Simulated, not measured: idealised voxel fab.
Name of the process module below: voxel local oxidation
Displayed cross-section: cut, width of 300 nm, square cells sized 5 nm.
If you're reading a cross-section in this doc, picture square cells in a grid; it comes to you as bands, top ones listed first down to the bottom, and a band can be one or more rows of cells.
Per band: top height and bottom height in nm, followed by the left-to-right materials and their widths in nm; "all across" marks a single material spanning edge to edge, "empty" marks empty space.
Heights are reckoned from 0. Under this level, the received wafer is all of one material. The bottommost band is open-ended downward, for example "0 down".
Quick explanation for "30 to 40": the width changes in equal steps down the rows of cells, from the first number in the band's top row to the second number in its bottom row.
For the purposes of this document, the phrase "nothing altered" attached to a step denotes that no cell within the cross-section was modified by that step.
Entrapped void list: empty space of 8 cells or more with no open way to the top, each as width x height at its distance from the left edge, in nm
Step line, after settings: the simulator's comment on this step.
"overlay nm", when on a step's line for a step with a mask, measures how far to the right of its planned place the mask lay; a negative measure means to the left.

**Process steps (planned)**
- 1: RECEIVE,material Si
- 2: OXIDIZE,depth nm 5
- 3: CONFORMAL_DEP,material SiN,thk nm 10
- 4: MASKED_ETCH,tone cover,mask id ACTIVE,width nm 130,etch materials SiN,depth nm 10,overlay nm 0
- 5: SELECTIVE_ETCH,etch materials SiO2,depth nm 5
- 6: OXIDIZE,depth nm 10
- 7: STRIP,etch materials SiN

**Wafer as received: cross-section following step 1**
* 0 down | Si all across
* Entrapped void list: none

**The following cross-section depicts the wafer upon conclusion of the module. Processing commenced from the starting condition illustrated above and adhered to the plan illustrated above, save for one mistake in execution**
* 10 to 0 | 85 of empty | 130 of SiN | 85 of empty
* 0 to -5 | 90 of empty | 120 of SiO2 | 90 of empty
* -5 to -15 | 100 of SiO2 | 100 of Si | 100 of SiO2
* -15 down | Si all across
* Entrapped void list: none
Nonconformance to the process plan: not run: step 7 of the plan (skipped)
